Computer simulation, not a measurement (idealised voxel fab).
The process module that follows is named voxel self aligned contacts.
We display cut, a cross-section 240 nm in width whose square cells are each 5 nm.
This document writes a cross-section as a grid whose cells are square, and gives it as bands, listed from the top down; one or more rows of cells form a band.
Each band's line starts with the height of the band's top and of its bottom, in nm. Then come its materials from left to right, each with its width in nm. One material with "throughout" fills the band from edge to edge. "blank" is empty space.
Heights are measured from 0, the level below which the as-received wafer is all one material; the lowest band has no bottom and continues downward, written as in "0 and below".
The width entry "30->40" should be interpreted row by row: the top row of cells in the band takes the first number, the bottom row takes the second number, and the change between adjacent rows is uniform throughout.
For the purposes of this document, the phrase "nothing was modified" attached to a step denotes that no cell within the cross-section was modified by that step.
What "closed voids" gives you is every empty space of 8 cells or more that is cut off from the top. Each appears as width x height at distance, with the distance taken from the left edge and width, height and distance all in nm.
What comes after the settings on a step's line is commentary from the simulator itself on that step.
Each step line may optionally specify "overlay nm", which for a step with a mask gives the rightward distance between the mask's planned place and where it lay, a negative value indicating the leftward direction.
How should the pairs below be read? Each gives the cross-section before one process step and the cross-section after it, the latter drawn only to the lowest band that changed; the step that lies between them, with its settings, appears under the pair. Does a pair pick up where the pair above left off? Only where its entry headed "Snapshot before" says so, since pairs can come from different runs of this module on the same starting wafer.

### Snapshot before
0 and below: Si throughout
closed voids: none

### Step Outcome
5 down to 0: SiO2 throughout
For the remainder of the cross-section, below 0, there is no change.
closed voids: none
Between before and after as drawn above: CONFORMAL_DEP, material SiO2, thk nm 5

Snapshot before: the state before this step is the cross-section shown after the step in the pair just above.

### Step Outcome
30 down to 5: polySi throughout
For the remainder of the cross-section, below 5, there is no change.
closed voids: none
Between before and after as drawn above: DIRECTIONAL_DEP, material polySi, thk nm 25

Snapshot before: the state before this step is the cross-section shown after the step in the pair just above.

### Step Outcome
50 down to 30: SiN throughout
For the remainder of the cross-section, below 30, there is no change.
closed voids: none
Between before and after as drawn above: DIRECTIONAL_DEP, material SiN, thk nm 20

Snapshot before: the state before this step is the cross-section shown after the step in the pair just above.

### Step Outcome
65 down to 50: aC throughout
For the remainder of the cross-section, below 50, there is no change.
closed voids: none
Between before and after as drawn above: DIRECTIONAL_DEP, material aC, thk nm 15

Snapshot before: the state before this step is the cross-section shown after the step in the pair just above.

### Step Outcome
95 down to 65: 70 nm blank; 35 nm resist; 25 nm blank; 35 nm resist; 75 nm blank
For the remainder of the cross-section, below 65, there is no change.
closed voids: none
Between before and after as drawn above: PATTERN, tone cover, mask id GATE, material resist, width nm 35, pitch nm 60, thk nm 30, overlay nm 0

Snapshot before: the state before this step is the cross-section shown after the step in the pair just above.

### Step Outcome
80 down to 65: 70 nm blank; 35 nm resist; 25 nm blank; 35 nm resist; 75 nm blank
65 down to 50: 70 nm blank; 35 nm aC; 25 nm blank; 35 nm aC; 75 nm blank
For the remainder of the cross-section, below 50, there is no change.
closed voids: none
Between before and after as drawn above: DIRECTIONAL_ETCH, etch materials aC, depth nm 15

Snapshot before: the state before this step is the cross-section shown after the step in the pair just above.

### Step Outcome
65 down to 50: 70 nm blank; 35 nm aC; 25 nm blank; 35 nm aC; 75 nm blank
For the remainder of the cross-section, below 50, there is no change.
closed voids: none
Between before and after as drawn above: STRIP, etch materials resist

Snapshot before: the state before this step is the cross-section shown after the step in the pair just above.

### Step Outcome
65 down to 50: 70 nm blank; 35 nm aC; 25 nm blank; 35 nm aC; 75 nm blank
50 down to 30: 70 nm blank; 35 nm SiN; 25 nm blank; 35 nm SiN; 75 nm blank
For the remainder of the cross-section, below 30, there is no change.
closed voids: none
Between before and after as drawn above: DIRECTIONAL_ETCH, etch materials SiN, depth nm 20

Snapshot before: the state before this step is the cross-section shown after the step in the pair just above.

### Step Outcome
65 down to 50: 70 nm blank; 35 nm aC; 25 nm blank; 35 nm aC; 75 nm blank
50 down to 30: 70 nm blank; 35 nm SiN; 25 nm blank; 35 nm SiN; 75 nm blank
30 down to 5: 70 nm blank; 35 nm polySi; 25 nm blank; 35 nm polySi; 75 nm blank
For the remainder of the cross-section, below 5, there is no change.
closed voids: none
Between before and after as drawn above: DIRECTIONAL_ETCH, etch materials polySi, depth nm 25

Snapshot before: the state before this step is the cross-section shown after the step in the pair just above.

### Step Outcome
50 down to 30: 70 nm blank; 35 nm SiN; 25 nm blank; 35 nm SiN; 75 nm blank
For the remainder of the cross-section, below 30, there is no change.
closed voids: none
Between before and after as drawn above: STRIP, etch materials aC

Snapshot before: the state before this step is the cross-section shown after the step in the pair just above.

### Step Outcome
55 down to 30: 65 nm blank; 45 nm SiN; 15 nm blank; 45 nm SiN; 70 nm blank
30 down to 10: 65 nm blank; 5 nm SiN; 35 nm polySi; 5 nm SiN; 15 nm blank; 5 nm SiN; 35 nm polySi; 5 nm SiN; 70 nm blank
10 down to 5: 70 nm SiN; 35 nm polySi; 25 nm SiN; 35 nm polySi; 75 nm SiN
For the remainder of the cross-section, below 5, there is no change.
closed voids: none
Between before and after as drawn above: CONFORMAL_DEP, material SiN, thk nm 5

Snapshot before: the state before this step is the cross-section shown after the step in the pair just above.

### Step Outcome
50 down to 30: 65 nm blank; 45 nm SiN; 15 nm blank; 45 nm SiN; 70 nm blank
30 down to 5: 65 nm blank; 5 nm SiN; 35 nm polySi; 5 nm SiN; 15 nm blank; 5 nm SiN; 35 nm polySi; 5 nm SiN; 70 nm blank
For the remainder of the cross-section, below 5, there is no change.
closed voids: none
Between before and after as drawn above: DIRECTIONAL_ETCH, etch materials SiN, depth nm 5

Snapshot before: the state before this step is the cross-section shown after the step in the pair just above.

### Step Outcome
65 down to 50: SiO2 throughout
50 down to 30: 65 nm SiO2; 45 nm SiN; 15 nm SiO2; 45 nm SiN; 70 nm SiO2
30 down to 5: 65 nm SiO2; 5 nm SiN; 35 nm polySi; 5 nm SiN; 15 nm SiO2; 5 nm SiN; 35 nm polySi; 5 nm SiN; 70 nm SiO2
For the remainder of the cross-section, below 5, there is no change.
closed voids: none
Between before and after as drawn above: FILL_DEP, material SiO2, thk nm 15

Snapshot before: the state before this step is the cross-section shown after the step in the pair just above.

### Step Outcome
55 down to 50: SiO2 throughout
For the remainder of the cross-section, below 50, there is no change.
closed voids: none
Between before and after as drawn above: CMP, height nm 55

Snapshot before: the state before this step is the cross-section shown after the step in the pair just above.

### Step Outcome
70 down to 55: 95 nm resist; 45 nm blank; 100 nm resist
For the remainder of the cross-section, below 55, there is no change.
closed voids: none
Between before and after as drawn above: PATTERN, tone open, mask id CONTACT, material resist, width nm 45, thk nm 15, overlay nm 0

Snapshot before: the state before this step is the cross-section shown after the step in the pair just above.

### Step Outcome
70 down to 55: 95 nm resist; 45 nm blank; 100 nm resist
55 down to 50: 95 nm SiO2; 45 nm blank; 100 nm SiO2
50 down to 30: 65 nm SiO2; 45 nm SiN; 15 nm blank; 45 nm SiN; 70 nm SiO2
30 down to 5: 65 nm SiO2; 5 nm SiN; 35 nm polySi; 5 nm SiN; 15 nm blank; 5 nm SiN; 35 nm polySi; 5 nm SiN; 70 nm SiO2
5 down to 0: 110 nm SiO2; 15 nm blank; 115 nm SiO2
For the remainder of the cross-section, below 0, there is no change.
closed voids: none
Between before and after as drawn above: DIRECTIONAL_ETCH, etch materials SiO2, depth nm 55

Snapshot before: the state before this step is the cross-section shown after the step in the pair just above.

### Step Outcome
55 down to 50: 95 nm SiO2; 45 nm blank; 100 nm SiO2
For the remainder of the cross-section, below 50, there is no change.
closed voids: none
Between before and after as drawn above: STRIP, etch materials resist

Snapshot before: the state before this step is the cross-section shown after the step in the pair just above.

### Step Outcome
60 down to 55: 100 nm TiN; 35 nm blank; 105 nm TiN
55 down to 50: 95 nm SiO2; 20 nm TiN; 5 nm blank; 20 nm TiN; 100 nm SiO2
50 down to 30: 65 nm SiO2; 45 nm SiN; 5 nm TiN; 5 nm blank; 5 nm TiN; 45 nm SiN; 70 nm SiO2
30 down to 5: 65 nm SiO2; 5 nm SiN; 35 nm polySi; 5 nm SiN; 5 nm TiN; 5 nm blank; 5 nm TiN; 5 nm SiN; 35 nm polySi; 5 nm SiN; 70 nm SiO2
5 down to 0: 110 nm SiO2; 15 nm TiN; 115 nm SiO2
For the remainder of the cross-section, below 0, there is no change.
closed voids: none
Between before and after as drawn above: CONFORMAL_DEP, material TiN, thk nm 5

Snapshot before: the state before this step is the cross-section shown after the step in the pair just above.

### Step Outcome
65 down to 60: W throughout
60 down to 55: 100 nm TiN; 35 nm W; 105 nm TiN
55 down to 50: 95 nm SiO2; 20 nm TiN; 5 nm W; 20 nm TiN; 100 nm SiO2
50 down to 30: 65 nm SiO2; 45 nm SiN; 5 nm TiN; 5 nm W; 5 nm TiN; 45 nm SiN; 70 nm SiO2
30 down to 5: 65 nm SiO2; 5 nm SiN; 35 nm polySi; 5 nm SiN; 5 nm TiN; 5 nm W; 5 nm TiN; 5 nm SiN; 35 nm polySi; 5 nm SiN; 70 nm SiO2
For the remainder of the cross-section, below 5, there is no change.
closed voids: none
Between before and after as drawn above: FILL_DEP, material W, thk nm 5

Snapshot before: the state before this step is the cross-section shown after the step in the pair just above.

### Step Outcome
55 down to 50: 95 nm SiO2; 20 nm TiN; 5 nm W; 20 nm TiN; 100 nm SiO2
For the remainder of the cross-section, below 50, there is no change.
closed voids: none
Between before and after as drawn above: CMP, height nm 55

Snapshot before: the state before this step is the cross-section shown after the step in the pair just above.

### Step Outcome
60 down to 55: SiN throughout
For the remainder of the cross-section, below 55, there is no change.
closed voids: none
Between before and after as drawn above: CONFORMAL_DEP, material SiN, thk nm 5

### Snapshot before
50 down to 30: 70 nm blank; 35 nm SiN; 25 nm blank; 35 nm SiN; 75 nm blank
30 down to 5: 70 nm blank; 35 nm polySi; 25 nm blank; 35 nm polySi; 75 nm blank
5 down to 0: SiO2 throughout
0 and below: Si throughout
closed voids: none

### Step Outcome
45 down to 30: 70 nm blank; 35 nm SiN; 25 nm blank; 35 nm SiN; 75 nm blank
For the remainder of the cross-section, below 30, there is no change.
closed voids: none
Between before and after as drawn above: DIRECTIONAL_ETCH, etch materials SiN, depth nm 5

Snapshot before: the state before this step is the cross-section shown after the step in the pair just above.

### Step Outcome
60 down to 45: SiO2 throughout
45 down to 30: 70 nm SiO2; 35 nm SiN; 25 nm SiO2; 35 nm SiN; 75 nm SiO2
30 down to 5: 70 nm SiO2; 35 nm polySi; 25 nm SiO2; 35 nm polySi; 75 nm SiO2
For the remainder of the cross-section, below 5, there is no change.
closed voids: none
Between before and after as drawn above: FILL_DEP, material SiO2, thk nm 15

Snapshot before: the state before this step is the cross-section shown after the step in the pair just above.

### Step Outcome
55 down to 45: SiO2 throughout
For the remainder of the cross-section, below 45, there is no change.
closed voids: none
Between before and after as drawn above: CMP, height nm 55

Snapshot before: the state before this step is the cross-section shown after the step in the pair just above.

### Step Outcome
70 down to 55: 95 nm resist; 45 nm blank; 100 nm resist
For the remainder of the cross-section, below 55, there is no change.
closed voids: none
Between before and after as drawn above: PATTERN, tone open, mask id CONTACT, material resist, width nm 45, thk nm 15, overlay nm 0

Snapshot before: the state before this step is the cross-section shown after the step in the pair just above.

### Step Outcome
70 down to 55: 95 nm resist; 45 nm blank; 100 nm resist
55 down to 45: 95 nm SiO2; 45 nm blank; 100 nm SiO2
45 down to 30: 70 nm SiO2; 35 nm SiN; 25 nm blank; 35 nm SiN; 75 nm SiO2
30 down to 5: 70 nm SiO2; 35 nm polySi; 25 nm blank; 35 nm polySi; 75 nm SiO2
5 down to 0: 105 nm SiO2; 25 nm blank; 110 nm SiO2
For the remainder of the cross-section, below 0, there is no change.
closed voids: none
Between before and after as drawn above: DIRECTIONAL_ETCH, etch materials SiO2, depth nm 55

Snapshot before: the state before this step is the cross-section shown after the step in the pair just above.

### Step Outcome
55 down to 45: 95 nm SiO2; 45 nm blank; 100 nm SiO2
For the remainder of the cross-section, below 45, there is no change.
closed voids: none
Between before and after as drawn above: STRIP, etch materials resist

Snapshot before: the state before this step is the cross-section shown after the step in the pair just above.

### Step Outcome
60 down to 55: 100 nm TiN; 35 nm blank; 105 nm TiN
55 down to 45: 95 nm SiO2; 5->15 nm TiN; 35->15 nm blank; 5->15 nm TiN; 100 nm SiO2
45 down to 30: 70 nm SiO2; 35 nm SiN; 5 nm TiN; 15 nm blank; 5 nm TiN; 35 nm SiN; 75 nm SiO2
30 down to 5: 70 nm SiO2; 35 nm polySi; 5 nm TiN; 15 nm blank; 5 nm TiN; 35 nm polySi; 75 nm SiO2
5 down to 0: 105 nm SiO2; 25 nm TiN; 110 nm SiO2
For the remainder of the cross-section, below 0, there is no change.
closed voids: none
Between before and after as drawn above: CONFORMAL_DEP, material TiN, thk nm 5

Snapshot before: the state before this step is the cross-section shown after the step in the pair just above.

### Step Outcome
65 down to 60: W throughout
60 down to 55: 100 nm TiN; 35 nm W; 105 nm TiN
55 down to 45: 95 nm SiO2; 5->15 nm TiN; 35->15 nm W; 5->15 nm TiN; 100 nm SiO2
45 down to 30: 70 nm SiO2; 35 nm SiN; 5 nm TiN; 15 nm W; 5 nm TiN; 35 nm SiN; 75 nm SiO2
30 down to 5: 70 nm SiO2; 35 nm polySi; 5 nm TiN; 15 nm W; 5 nm TiN; 35 nm polySi; 75 nm SiO2
For the remainder of the cross-section, below 5, there is no change.
closed voids: none
Between before and after as drawn above: FILL_DEP, material W, thk nm 5

Snapshot before: the state before this step is the cross-section shown after the step in the pair just above.

### Step Outcome
55 down to 45: 95 nm SiO2; 5->15 nm TiN; 35->15 nm W; 5->15 nm TiN; 100 nm SiO2
For the remainder of the cross-section, below 45, there is no change.
closed voids: none
Between before and after as drawn above: CMP, height nm 55

Snapshot before: the state before this step is the cross-section shown after the step in the pair just above.

### Step Outcome
60 down to 55: SiN throughout
For the remainder of the cross-section, below 55, there is no change.
closed voids: none
Between before and after as drawn above: CONFORMAL_DEP, material SiN, thk nm 5

### Snapshot before
30 down to 5: polySi throughout
5 down to 0: SiO2 throughout
0 and below: Si throughout
closed voids: none

### Step Outcome
55 down to 5: polySi throughout
For the remainder of the cross-section, below 5, there is no change.
closed voids: none
Between before and after as drawn above: DIRECTIONAL_DEP, material polySi, thk nm 25

Snapshot before: the state before this step is the cross-section shown after the step in the pair just above.

### Step Outcome
75 down to 55: SiN throughout
For the remainder of the cross-section, below 55, there is no change.
closed voids: none
Between before and after as drawn above: DIRECTIONAL_DEP, material SiN, thk nm 20

Snapshot before: the state before this step is the cross-section shown after the step in the pair just above.

### Step Outcome
90 down to 75: aC throughout
For the remainder of the cross-section, below 75, there is no change.
closed voids: none
Between before and after as drawn above: DIRECTIONAL_DEP, material aC, thk nm 15

Snapshot before: the state before this step is the cross-section shown after the step in the pair just above.

### Step Outcome
120 down to 90: 70 nm blank; 35 nm resist; 25 nm blank; 35 nm resist; 75 nm blank
For the remainder of the cross-section, below 90, there is no change.
closed voids: none
Between before and after as drawn above: PATTERN, tone cover, mask id GATE, material resist, width nm 35, pitch nm 60, thk nm 30, overlay nm 0

Snapshot before: the state before this step is the cross-section shown after the step in the pair just above.

### Step Outcome
105 down to 90: 70 nm blank; 35 nm resist; 25 nm blank; 35 nm resist; 75 nm blank
90 down to 75: 70 nm blank; 35 nm aC; 25 nm blank; 35 nm aC; 75 nm blank
For the remainder of the cross-section, below 75, there is no change.
closed voids: none
Between before and after as drawn above: DIRECTIONAL_ETCH, etch materials aC, depth nm 15

Snapshot before: the state before this step is the cross-section shown after the step in the pair just above.

### Step Outcome
90 down to 75: 70 nm blank; 35 nm aC; 25 nm blank; 35 nm aC; 75 nm blank
For the remainder of the cross-section, below 75, there is no change.
closed voids: none
Between before and after as drawn above: STRIP, etch materials resist

Snapshot before: the state before this step is the cross-section shown after the step in the pair just above.

### Step Outcome
90 down to 75: 70 nm blank; 35 nm aC; 25 nm blank; 35 nm aC; 75 nm blank
75 down to 55: 70 nm blank; 35 nm SiN; 25 nm blank; 35 nm SiN; 75 nm blank
For the remainder of the cross-section, below 55, there is no change.
closed voids: none
Between before and after as drawn above: DIRECTIONAL_ETCH, etch materials SiN, depth nm 20

Snapshot before: the state before this step is the cross-section shown after the step in the pair just above.

### Step Outcome
90 down to 75: 70 nm blank; 35 nm aC; 25 nm blank; 35 nm aC; 75 nm blank
75 down to 55: 70 nm blank; 35 nm SiN; 25 nm blank; 35 nm SiN; 75 nm blank
55 down to 30: 70 nm blank; 35 nm polySi; 25 nm blank; 35 nm polySi; 75 nm blank
For the remainder of the cross-section, below 30, there is no change.
closed voids: none
Between before and after as drawn above: DIRECTIONAL_ETCH, etch materials polySi, depth nm 25

Snapshot before: the state before this step is the cross-section shown after the step in the pair just above.

### Step Outcome
75 down to 55: 70 nm blank; 35 nm SiN; 25 nm blank; 35 nm SiN; 75 nm blank
For the remainder of the cross-section, below 55, there is no change.
closed voids: none
Between before and after as drawn above: STRIP, etch materials aC

Snapshot before: the state before this step is the cross-section shown after the step in the pair just above.

### Step Outcome
80 down to 55: 65 nm blank; 45 nm SiN; 15 nm blank; 45 nm SiN; 70 nm blank
55 down to 35: 65 nm blank; 5 nm SiN; 35 nm polySi; 5 nm SiN; 15 nm blank; 5 nm SiN; 35 nm polySi; 5 nm SiN; 70 nm blank
35 down to 30: 70 nm SiN; 35 nm polySi; 25 nm SiN; 35 nm polySi; 75 nm SiN
For the remainder of the cross-section, below 30, there is no change.
closed voids: none
Between before and after as drawn above: CONFORMAL_DEP, material SiN, thk nm 5

Snapshot before: the state before this step is the cross-section shown after the step in the pair just above.

### Step Outcome
75 down to 55: 65 nm blank; 45 nm SiN; 15 nm blank; 45 nm SiN; 70 nm blank
55 down to 30: 65 nm blank; 5 nm SiN; 35 nm polySi; 5 nm SiN; 15 nm blank; 5 nm SiN; 35 nm polySi; 5 nm SiN; 70 nm blank
For the remainder of the cross-section, below 30, there is no change.
closed voids: none
Between before and after as drawn above: DIRECTIONAL_ETCH, etch materials SiN, depth nm 5

Snapshot before: the state before this step is the cross-section shown after the step in the pair just above.

### Step Outcome
90 down to 75: SiO2 throughout
75 down to 55: 65 nm SiO2; 45 nm SiN; 15 nm SiO2; 45 nm SiN; 70 nm SiO2
55 down to 30: 65 nm SiO2; 5 nm SiN; 35 nm polySi; 5 nm SiN; 15 nm SiO2; 5 nm SiN; 35 nm polySi; 5 nm SiN; 70 nm SiO2
For the remainder of the cross-section, below 30, there is no change.
closed voids: none
Between before and after as drawn above: FILL_DEP, material SiO2, thk nm 15

Snapshot before: the state before this step is the cross-section shown after the step in the pair just above.

### Step Outcome
55 down to 30: 65 nm SiO2; 5 nm SiN; 35 nm polySi; 5 nm SiN; 15 nm SiO2; 5 nm SiN; 35 nm polySi; 5 nm SiN; 70 nm SiO2
For the remainder of the cross-section, below 30, there is no change.
closed voids: none
Between before and after as drawn above: CMP, height nm 55

Snapshot before: the state before this step is the cross-section shown after the step in the pair just above.

### Step Outcome
70 down to 55: 95 nm resist; 45 nm blank; 100 nm resist
For the remainder of the cross-section, below 55, there is no change.
closed voids: none
Between before and after as drawn above: PATTERN, tone open, mask id CONTACT, material resist, width nm 45, thk nm 15, overlay nm 0

Snapshot before: the state before this step is the cross-section shown after the step in the pair just above.

### Step Outcome
70 down to 55: 95 nm resist; 45 nm blank; 100 nm resist
55 down to 30: 65 nm SiO2; 5 nm SiN; 35 nm polySi; 5 nm SiN; 15 nm blank; 5 nm SiN; 35 nm polySi; 5 nm SiN; 70 nm SiO2
For the remainder of the cross-section, below 30, there is no change.
closed voids: none
Between before and after as drawn above: DIRECTIONAL_ETCH, etch materials SiO2, depth nm 55

Snapshot before: the state before this step is the cross-section shown after the step in the pair just above.

### Step Outcome
55 down to 30: 65 nm SiO2; 5 nm SiN; 35 nm polySi; 5 nm SiN; 15 nm blank; 5 nm SiN; 35 nm polySi; 5 nm SiN; 70 nm SiO2
For the remainder of the cross-section, below 30, there is no change.
closed voids: none
Between before and after as drawn above: STRIP, etch materials resist

Snapshot before: the state before this step is the cross-section shown after the step in the pair just above.

### Step Outcome
60 down to 55: 115 nm TiN; 5 nm blank; 120 nm TiN
55 down to 35: 65 nm SiO2; 5 nm SiN; 35 nm polySi; 5 nm SiN; 5 nm TiN; 5 nm blank; 5 nm TiN; 5 nm SiN; 35 nm polySi; 5 nm SiN; 70 nm SiO2
35 down to 30: 65 nm SiO2; 5 nm SiN; 35 nm polySi; 5 nm SiN; 15 nm TiN; 5 nm SiN; 35 nm polySi; 5 nm SiN; 70 nm SiO2
For the remainder of the cross-section, below 30, there is no change.
closed voids: none
Between before and after as drawn above: CONFORMAL_DEP, material TiN, thk nm 5

Snapshot before: the state before this step is the cross-section shown after the step in the pair just above.

### Step Outcome
65 down to 60: W throughout
60 down to 55: 115 nm TiN; 5 nm W; 120 nm TiN
55 down to 35: 65 nm SiO2; 5 nm SiN; 35 nm polySi; 5 nm SiN; 5 nm TiN; 5 nm W; 5 nm TiN; 5 nm SiN; 35 nm polySi; 5 nm SiN; 70 nm SiO2
For the remainder of the cross-section, below 35, there is no change.
closed voids: none
Between before and after as drawn above: FILL_DEP, material W, thk nm 5

Snapshot before: the state before this step is the cross-section shown after the step in the pair just above.

### Step Outcome
55 down to 35: 65 nm SiO2; 5 nm SiN; 35 nm polySi; 5 nm SiN; 5 nm TiN; 5 nm W; 5 nm TiN; 5 nm SiN; 35 nm polySi; 5 nm SiN; 70 nm SiO2
For the remainder of the cross-section, below 35, there is no change.
closed voids: none
Between before and after as drawn above: CMP, height nm 55

Snapshot before: the state before this step is the cross-section shown after the step in the pair just above.

### Step Outcome
60 down to 55: SiN throughout
For the remainder of the cross-section, below 55, there is no change.
closed voids: none
Between before and after as drawn above: CONFORMAL_DEP, material SiN, thk nm 5

### Snapshot before
5 down to 0: SiO2 throughout
0 and below: Si throughout
closed voids: none

### Step Outcome
25 down to 5: SiN throughout
For the remainder of the cross-section, below 5, there is no change.
closed voids: none
Between before and after as drawn above: DIRECTIONAL_DEP, material SiN, thk nm 20

Snapshot before: the state before this step is the cross-section shown after the step in the pair just above.

### Step Outcome
50 down to 25: polySi throughout
For the remainder of the cross-section, below 25, there is no change.
closed voids: none
Between before and after as drawn above: DIRECTIONAL_DEP, material polySi, thk nm 25

Snapshot before: the state before this step is the cross-section shown after the step in the pair just above.

### Step Outcome
65 down to 50: aC throughout
For the remainder of the cross-section, below 50, there is no change.
closed voids: none
Between before and after as drawn above: DIRECTIONAL_DEP, material aC, thk nm 15

Snapshot before: the state before this step is the cross-section shown after the step in the pair just above.

### Step Outcome
95 down to 65: 70 nm blank; 35 nm resist; 25 nm blank; 35 nm resist; 75 nm blank
For the remainder of the cross-section, below 65, there is no change.
closed voids: none
Between before and after as drawn above: PATTERN, tone cover, mask id GATE, material resist, width nm 35, pitch nm 60, thk nm 30, overlay nm 0

Snapshot before: the state before this step is the cross-section shown after the step in the pair just above.

### Step Outcome
80 down to 65: 70 nm blank; 35 nm resist; 25 nm blank; 35 nm resist; 75 nm blank
65 down to 50: 70 nm blank; 35 nm aC; 25 nm blank; 35 nm aC; 75 nm blank
For the remainder of the cross-section, below 50, there is no change.
closed voids: none
Between before and after as drawn above: DIRECTIONAL_ETCH, etch materials aC, depth nm 15

Snapshot before: the state before this step is the cross-section shown after the step in the pair just above.

### Step Outcome
65 down to 50: 70 nm blank; 35 nm aC; 25 nm blank; 35 nm aC; 75 nm blank
For the remainder of the cross-section, below 50, there is no change.
closed voids: none
Between before and after as drawn above: STRIP, etch materials resist

Snapshot before: the state before this step is the cross-section shown after the step in the pair just above.

### Step Outcome
65 down to 50: 70 nm blank; 35 nm aC; 25 nm blank; 35 nm aC; 75 nm blank
50 down to 25: 70 nm blank; 35 nm polySi; 25 nm blank; 35 nm polySi; 75 nm blank
For the remainder of the cross-section, below 25, there is no change.
closed voids: none
Between before and after as drawn above: DIRECTIONAL_ETCH, etch materials polySi, depth nm 25

Snapshot before: the state before this step is the cross-section shown after the step in the pair just above.

### Step Outcome
50 down to 25: 70 nm blank; 35 nm polySi; 25 nm blank; 35 nm polySi; 75 nm blank
For the remainder of the cross-section, below 25, there is no change.
closed voids: none
Between before and after as drawn above: STRIP, etch materials aC

Snapshot before: the state before this step is the cross-section shown after the step in the pair just above.

### Step Outcome
55 down to 50: 65 nm blank; 45 nm SiN; 15 nm blank; 45 nm SiN; 70 nm blank
50 down to 30: 65 nm blank; 5 nm SiN; 35 nm polySi; 5 nm SiN; 15 nm blank; 5 nm SiN; 35 nm polySi; 5 nm SiN; 70 nm blank
30 down to 25: 70 nm SiN; 35 nm polySi; 25 nm SiN; 35 nm polySi; 75 nm SiN
For the remainder of the cross-section, below 25, there is no change.
closed voids: none
Between before and after as drawn above: CONFORMAL_DEP, material SiN, thk nm 5

Snapshot before: the state before this step is the cross-section shown after the step in the pair just above.

### Step Outcome
50 down to 25: 65 nm blank; 5 nm SiN; 35 nm polySi; 5 nm SiN; 15 nm blank; 5 nm SiN; 35 nm polySi; 5 nm SiN; 70 nm blank
For the remainder of the cross-section, below 25, there is no change.
closed voids: none
Between before and after as drawn above: DIRECTIONAL_ETCH, etch materials SiN, depth nm 5

Snapshot before: the state before this step is the cross-section shown after the step in the pair just above.

### Step Outcome
65 down to 50: SiO2 throughout
50 down to 25: 65 nm SiO2; 5 nm SiN; 35 nm polySi; 5 nm SiN; 15 nm SiO2; 5 nm SiN; 35 nm polySi; 5 nm SiN; 70 nm SiO2
For the remainder of the cross-section, below 25, there is no change.
closed voids: none
Between before and after as drawn above: FILL_DEP, material SiO2, thk nm 15

Snapshot before: the state before this step is the cross-section shown after the step in the pair just above.

### Step Outcome
55 down to 50: SiO2 throughout
For the remainder of the cross-section, below 50, there is no change.
closed voids: none
Between before and after as drawn above: CMP, height nm 55

Snapshot before: the state before this step is the cross-section shown after the step in the pair just above.

### Step Outcome
70 down to 55: 95 nm resist; 45 nm blank; 100 nm resist
For the remainder of the cross-section, below 55, there is no change.
closed voids: none
Between before and after as drawn above: PATTERN, tone open, mask id CONTACT, material resist, width nm 45, thk nm 15, overlay nm 0

Snapshot before: the state before this step is the cross-section shown after the step in the pair just above.

### Step Outcome
70 down to 55: 95 nm resist; 45 nm blank; 100 nm resist
55 down to 50: 95 nm SiO2; 45 nm blank; 100 nm SiO2
50 down to 25: 65 nm SiO2; 5 nm SiN; 35 nm polySi; 5 nm SiN; 15 nm blank; 5 nm SiN; 35 nm polySi; 5 nm SiN; 70 nm SiO2
For the remainder of the cross-section, below 25, there is no change.
closed voids: none
Between before and after as drawn above: DIRECTIONAL_ETCH, etch materials SiO2, depth nm 55

Snapshot before: the state before this step is the cross-section shown after the step in the pair just above.

### Step Outcome
55 down to 50: 95 nm SiO2; 45 nm blank; 100 nm SiO2
For the remainder of the cross-section, below 50, there is no change.
closed voids: none
Between before and after as drawn above: STRIP, etch materials resist

Snapshot before: the state before this step is the cross-section shown after the step in the pair just above.

### Step Outcome
60 down to 55: 100 nm TiN; 35 nm blank; 105 nm TiN
55 down to 50: 95 nm SiO2; 20 nm TiN; 5 nm blank; 20 nm TiN; 100 nm SiO2
50 down to 30: 65 nm SiO2; 5 nm SiN; 35 nm polySi; 5 nm SiN; 5 nm TiN; 5 nm blank; 5 nm TiN; 5 nm SiN; 35 nm polySi; 5 nm SiN; 70 nm SiO2
30 down to 25: 65 nm SiO2; 5 nm SiN; 35 nm polySi; 5 nm SiN; 15 nm TiN; 5 nm SiN; 35 nm polySi; 5 nm SiN; 70 nm SiO2
For the remainder of the cross-section, below 25, there is no change.
closed voids: none
Between before and after as drawn above: CONFORMAL_DEP, material TiN, thk nm 5

Snapshot before: the state before this step is the cross-section shown after the step in the pair just above.

### Step Outcome
65 down to 60: W throughout
60 down to 55: 100 nm TiN; 35 nm W; 105 nm TiN
55 down to 50: 95 nm SiO2; 20 nm TiN; 5 nm W; 20 nm TiN; 100 nm SiO2
50 down to 30: 65 nm SiO2; 5 nm SiN; 35 nm polySi; 5 nm SiN; 5 nm TiN; 5 nm W; 5 nm TiN; 5 nm SiN; 35 nm polySi; 5 nm SiN; 70 nm SiO2
For the remainder of the cross-section, below 30, there is no change.
closed voids: none
Between before and after as drawn above: FILL_DEP, material W, thk nm 5

Snapshot before: the state before this step is the cross-section shown after the step in the pair just above.

### Step Outcome
55 down to 50: 95 nm SiO2; 20 nm TiN; 5 nm W; 20 nm TiN; 100 nm SiO2
For the remainder of the cross-section, below 50, there is no change.
closed voids: none
Between before and after as drawn above: CMP, height nm 55

Snapshot before: the state before this step is the cross-section shown after the step in the pair just above.

### Step Outcome
60 down to 55: SiN throughout
For the remainder of the cross-section, below 55, there is no change.
closed voids: none
Between before and after as drawn above: CONFORMAL_DEP, material SiN, thk nm 5

### Snapshot before
65 down to 60: W throughout
60 down to 55: 100 nm TiN; 35 nm W; 105 nm TiN
55 down to 50: 95 nm SiO2; 20 nm TiN; 5 nm W; 20 nm TiN; 100 nm SiO2
50 down to 30: 65 nm SiO2; 45 nm SiN; 5 nm TiN; 5 nm W; 5 nm TiN; 45 nm SiN; 70 nm SiO2
30 down to 5: 65 nm SiO2; 5 nm SiN; 35 nm polySi; 5 nm SiN; 5 nm TiN; 5 nm W; 5 nm TiN; 5 nm SiN; 35 nm polySi; 5 nm SiN; 70 nm SiO2
5 down to 0: 110 nm SiO2; 15 nm TiN; 115 nm SiO2
0 and below: Si throughout
closed voids: none

### Step Outcome
60 down to 55: 100 nm TiN; 35 nm W; 105 nm TiN
For the remainder of the cross-section, below 55, there is no change.
closed voids: none
Between before and after as drawn above: CMP, height nm 60

Snapshot before: the state before this step is the cross-section shown after the step in the pair just above.

### Step Outcome
65 down to 60: SiN throughout
For the remainder of the cross-section, below 60, there is no change.
closed voids: none
Between before and after as drawn above: CONFORMAL_DEP, material SiN, thk nm 5
